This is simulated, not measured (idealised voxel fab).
The name of this process module is voxel tone inversion.
Cross-section cut: width 265 nm, square cells of 5 nm.
If you're reading a cross-section in this doc, picture square cells in a grid; it comes to you as bands, top ones listed first down to the bottom, and a band can be one or more rows of cells.
Band entry format. Leading values: height of top, height of bottom, nm. Remainder: materials in left-to-right order, each with its width in nm. Special words: "throughout" on a single material, which then fills the band edge to edge; "air", empty space.
Note: height 0 marks the level under which the wafer is uniformly one material as received. Lowest band unbounded below, written "from 0 down".
A two-number width, for instance "30 to 40", indicates that the width is equal to the first number in the top row of the band and to the second number in the bottom row, and that it changes by a constant amount per row of cells.
What does "no change occurred" mean for a step? It means no cell of the cross-section changed in that step.
So "Trapped void list" is basically the list of trapped voids: any empty space of 8 cells or more that can't reach the top through an opening. They're written width x height at distance, the distance being from the left edge, and it's all nm.
If you see something after the settings on a step's line, that's the simulator's own remark about that step.
overlay nm: mask right of planned place by this much (step with mask). Neg. = left.
**Below is the list of planned process steps**
1. RECEIVE | material Si
2. CONFORMAL_DEP | material SiN | thk nm 10
3. DIRECTIONAL_DEP | material polySi | thk nm 20
4. PATTERN | tone cover | mask id POSTS | material resist | width nm 15 | pitch nm 40 | thk nm 30 | overlay nm 0
5. DIRECTIONAL_ETCH | etch materials polySi | depth nm 20
6. STRIP | etch materials resist
7. FILL_DEP | material lowk | thk nm 10
8. CMP | height nm 30
9. STRIP | etch materials polySi
**Delivered wafer in cross-section: state after step 1**
- from 0 down | Si throughout
- Trapped void list: none
**Post-module cross-section: identical start and plan to those above, one misstep in execution**
- from 30 to 20 | lowk throughout
- from 20 to 0 | lowk=65 | polySi=15 | lowk=25 | polySi=15 | lowk=25 | polySi=15 | lowk=25 | polySi=15 | lowk=65
- from 0 down | Si throughout
- Trapped void list: none
Processing error: not run: step 2 of the plan (skipped)
